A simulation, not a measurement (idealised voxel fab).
A process module follows: voxel gate over fins.
Each square cell in cross-section cut measures 5 nm, and the section as a whole is 170 nm wide.
Think of the cross-section as a grid of square cells. We describe it in bands, top to bottom, and each band covers one or more rows of those cells.
A band entry consists of two parts. The first gives the height of the band's top and the height of its bottom, in nm. The rest lists the band's materials from left to right, each with its width in nm. A single material labelled with the word "edge to edge" fills the band from edge to edge, and the word "empty" marks empty space.
We count height from 0. Below that, the starting wafer is all one material. The lowest band never ends at the bottom but goes on down; see "from 0 down" for how that is written.
A two-number width, for instance "30 to 40", indicates that the width is equal to the first number in the top row of the band and to the second number in the bottom row, and that it changes by a constant amount per row of cells.
No cell of the cross-section changed in a step that is given as "no modifications".
Empty spaces counting at least 8 cells and having no open way to the top are listed in "Voids lacking openings". The notation width x height at distance is used for each, the distance being from the left edge and all three values in nm.
Whatever follows a step's settings on its line is a remark the simulator itself makes about that step.
overlay nm: where the mask lay relative to plan, measured to the right, on steps with a mask; negatives go left.

The process steps that were planned are listed below
1,RECEIVE [material Si]
2,CONFORMAL_DEP [material SiN] [thk nm 5]
3,MASKED_ETCH [tone cover] [mask id FINS] [width nm 15] [pitch nm 60] [etch materials SiN] [depth nm 5] [overlay nm 0]
4,MASKED_ETCH [tone cover] [mask id FINS] [width nm 15] [pitch nm 60] [etch materials Si] [depth nm 40] [overlay nm 0]
5,FILL_DEP [material SiO2] [thk nm 10]
6,CMP [height nm 5]
7,DIRECTIONAL_DEP [material aC] [thk nm 10]
8,PATTERN [tone open] [mask id RAIL] [material resist] [width nm 15] [thk nm 25] [overlay nm 0]
9,DIRECTIONAL_ETCH [etch materials aC] [depth nm 10]
10,STRIP [etch materials resist]
11,DIRECTIONAL_ETCH [etch materials SiO2] [depth nm 40]
12,STRIP [etch materials aC]
13,CONFORMAL_DEP [material TiN] [thk nm 5]
14,FILL_DEP [material Ru] [thk nm 5]
15,CMP [height nm 5]
16,SELECTIVE_ETCH [etch materials W Ru TiN] [depth nm 20]
17,FILL_DEP [material SiO2] [thk nm 5]
18,CMP [height nm 5]
19,SELECTIVE_ETCH [etch materials SiO2] [depth nm 15]
20,STRIP [etch materials SiN]
21,CONFORMAL_DEP [material HfO2] [thk nm 5]
22,CONFORMAL_DEP [material TiN] [thk nm 5]
23,FILL_DEP [material W] [thk nm 15]
24,CMP [height nm 20]
25,CONFORMAL_DEP [material SiCN] [thk nm 10]

What follows covers the first of two wafers; it ran as planned

Wafer as received: cross-section following step 1
* from 0 down  Si edge to edge
* Voids lacking openings: none

Step 2 complete: cross-section through the wafer
* from 5 to 0  SiN edge to edge
* At heights below 0, the structure remains unaltered.

Step 3 complete: cross-section through the wafer
* from 5 to 0  45 empty  15 SiN  45 empty  15 SiN  50 empty
* At heights below 0, the structure remains unaltered.

Step 4 complete: cross-section through the wafer
* from 5 to 0  45 empty  15 SiN  45 empty  15 SiN  50 empty
* from 0 to -40  45 empty  15 Si  45 empty  15 Si  50 empty
* At heights below -40, the structure remains unaltered.

Step 5 complete: cross-section through the wafer
* from 15 to 5  SiO2 edge to edge
* from 5 to 0  45 SiO2  15 SiN  45 SiO2  15 SiN  50 SiO2
* from 0 to -40  45 SiO2  15 Si  45 SiO2  15 Si  50 SiO2
* At heights below -40, the structure remains unaltered.

Step 6 complete: cross-section through the wafer
* from 5 to 0  45 SiO2  15 SiN  45 SiO2  15 SiN  50 SiO2
* At heights below 0, the structure remains unaltered.

Step 7 complete: cross-section through the wafer
* from 15 to 5  aC edge to edge
* At heights below 5, the structure remains unaltered.

Step 8 complete: cross-section through the wafer
* from 40 to 15  75 resist  15 empty  80 resist
* At heights below 15, the structure remains unaltered.

Step 9 complete: cross-section through the wafer
* from 30 to 15  75 resist  15 empty  80 resist
* from 15 to 5  75 aC  15 empty  80 aC
* At heights below 5, the structure remains unaltered.

Step 10 complete: cross-section through the wafer
* from 15 to 5  75 aC  15 empty  80 aC
* At heights below 5, the structure remains unaltered.

Step 11 complete: cross-section through the wafer
* from 15 to 5  75 aC  15 empty  80 aC
* from 5 to 0  45 SiO2  15 SiN  15 SiO2  15 empty  15 SiO2  15 SiN  50 SiO2
* from 0 to -35  45 SiO2  15 Si  15 SiO2  15 empty  15 SiO2  15 Si  50 SiO2
* At heights below -35, the structure remains unaltered.

Step 12 complete: cross-section through the wafer
* from 5 to 0  45 SiO2  15 SiN  15 SiO2  15 empty  15 SiO2  15 SiN  50 SiO2
* At heights below 0, the structure remains unaltered.

Step 13 complete: cross-section through the wafer
* from 10 to 5  80 TiN  5 empty  85 TiN
* from 5 to 0  45 SiO2  15 SiN  15 SiO2  5 TiN  5 empty  5 TiN  15 SiO2  15 SiN  50 SiO2
* from 0 to -30  45 SiO2  15 Si  15 SiO2  5 TiN  5 empty  5 TiN  15 SiO2  15 Si  50 SiO2
* from -30 to -35  45 SiO2  15 Si  15 SiO2  15 TiN  15 SiO2  15 Si  50 SiO2
* At heights below -35, the structure remains unaltered.

Step 14 complete: cross-section through the wafer
* from 15 to 10  Ru edge to edge
* from 10 to 5  80 TiN  5 Ru  85 TiN
* from 5 to 0  45 SiO2  15 SiN  15 SiO2  5 TiN  5 Ru  5 TiN  15 SiO2  15 SiN  50 SiO2
* from 0 to -30  45 SiO2  15 Si  15 SiO2  5 TiN  5 Ru  5 TiN  15 SiO2  15 Si  50 SiO2
* At heights below -30, the structure remains unaltered.

Step 15 complete: cross-section through the wafer
* from 5 to 0  45 SiO2  15 SiN  15 SiO2  5 TiN  5 Ru  5 TiN  15 SiO2  15 SiN  50 SiO2
* At heights below 0, the structure remains unaltered.

Step 16 complete: cross-section through the wafer
* from 5 to 0  45 SiO2  15 SiN  15 SiO2  15 empty  15 SiO2  15 SiN  50 SiO2
* from 0 to -15  45 SiO2  15 Si  15 SiO2  15 empty  15 SiO2  15 Si  50 SiO2
* At heights below -15, the structure remains unaltered.

Step 17 complete: cross-section through the wafer
* from 10 to 5  SiO2 edge to edge
* from 5 to 0  45 SiO2  15 SiN  45 SiO2  15 SiN  50 SiO2
* from 0 to -15  45 SiO2  15 Si  45 SiO2  15 Si  50 SiO2
* At heights below -15, the structure remains unaltered.

Step 18 complete: cross-section through the wafer
* from 5 to 0  45 SiO2  15 SiN  45 SiO2  15 SiN  50 SiO2
* At heights below 0, the structure remains unaltered.

Step 19 complete: cross-section through the wafer
* from 5 to 0  45 empty  15 SiN  45 empty  15 SiN  50 empty
* from 0 to -10  45 empty  15 Si  45 empty  15 Si  50 empty
* At heights below -10, the structure remains unaltered.

Step 20 complete: cross-section through the wafer
* from 0 to -10  45 empty  15 Si  45 empty  15 Si  50 empty
* At heights below -10, the structure remains unaltered.

Step 21 complete: cross-section through the wafer
* from 5 to 0  40 empty  25 HfO2  35 empty  25 HfO2  45 empty
* from 0 to -5  40 empty  5 HfO2  15 Si  5 HfO2  35 empty  5 HfO2  15 Si  5 HfO2  45 empty
* from -5 to -10  45 HfO2  15 Si  45 HfO2  15 Si  50 HfO2
* At heights below -10, the structure remains unaltered.

Step 22 complete: cross-section through the wafer
* from 10 to 5  35 empty  35 TiN  25 empty  35 TiN  40 empty
* from 5 to 0  35 empty  5 TiN  25 HfO2  5 TiN  25 empty  5 TiN  25 HfO2  5 TiN  40 empty
* from 0 to -5  40 TiN  5 HfO2  15 Si  5 HfO2  35 TiN  5 HfO2  15 Si  5 HfO2  45 TiN
* At heights below -5, the structure remains unaltered.

Step 23 complete: cross-section through the wafer
* from 25 to 10  W edge to edge
* from 10 to 5  35 W  35 TiN  25 W  35 TiN  40 W
* from 5 to 0  35 W  5 TiN  25 HfO2  5 TiN  25 W  5 TiN  25 HfO2  5 TiN  40 W
* At heights below 0, the structure remains unaltered.

Step 24 complete: cross-section through the wafer
* from 20 to 10  W edge to edge
* At heights below 10, the structure remains unaltered.

Step 25 complete: cross-section through the wafer
* from 30 to 20  SiCN edge to edge
* At heights below 20, the structure remains unaltered.

Wafer two. Identical start, identical plan. One mistake in execution. Identical history through step 18

Second wafer cross-section, taken as of the time the plan sets for step 19 to be done
* from 5 to 0  45 SiO2  15 empty  45 SiO2  15 empty  50 SiO2
* At heights below 0, the structure remains unaltered.

Second wafer cross-section, taken as of the time the plan sets for step 20 to be done
* from 0 to -10  45 empty  15 Si  45 empty  15 Si  50 empty
* from -10 to -15  30 SiO2  15 empty  15 Si  15 empty  15 SiO2  15 empty  15 Si  15 empty  35 SiO2
* At heights below -15, the structure remains unaltered.

Second wafer cross-section, taken as of the time the plan sets for step 21 to be done
* from 5 to 0  40 empty  25 HfO2  35 empty  25 HfO2  45 empty
* from 0 to -5  40 empty  5 HfO2  15 Si  5 HfO2  35 empty  5 HfO2  15 Si  5 HfO2  45 empty
* from -5 to -10  35 HfO2  5 empty  5 HfO2  15 Si  5 HfO2  5 empty  25 HfO2  5 empty  5 HfO2  15 Si  5 HfO2  5 empty  40 HfO2
* from -10 to -15  30 SiO2  15 HfO2  15 Si  15 HfO2  15 SiO2  15 HfO2  15 Si  15 HfO2  35 SiO2
* At heights below -15, the structure remains unaltered.

Second wafer cross-section, taken as of the time the plan sets for step 22 to be done
* from 10 to 5  35 empty  35 TiN  25 empty  35 TiN  40 empty
* from 5 to 0  35 empty  5 TiN  25 HfO2  5 TiN  25 empty  5 TiN  25 HfO2  5 TiN  40 empty
* from 0 to -5  40 TiN  5 HfO2  15 Si  5 HfO2  35 TiN  5 HfO2  15 Si  5 HfO2  45 TiN
* from -5 to -10  35 HfO2  5 TiN  5 HfO2  15 Si  5 HfO2  5 TiN  25 HfO2  5 TiN  5 HfO2  15 Si  5 HfO2  5 TiN  40 HfO2
* At heights below -10, the structure remains unaltered.

Second wafer cross-section, taken as of the time the plan sets for step 23 to be done
* from 25 to 10  W edge to edge
* from 10 to 5  35 W  35 TiN  25 W  35 TiN  40 W
* from 5 to 0  35 W  5 TiN  25 HfO2  5 TiN  25 W  5 TiN  25 HfO2  5 TiN  40 W
* At heights below 0, the structure remains unaltered.

Second wafer cross-section, taken as of the time the plan sets for step 24 to be done
* from 20 to 10  W edge to edge
* At heights below 10, the structure remains unaltered.

Second wafer cross-section, taken as of the time the plan sets for step 25 to be done
* from 30 to 20  SiCN edge to edge
* At heights below 20, the structure remains unaltered.
Deviation from plan: ran 19 and 20 in swapped order versus the plan
Final comparison by cell count, materials where the second wafer has more or fewer than the first: HfO2 +8, SiO2 -12, TiN +4
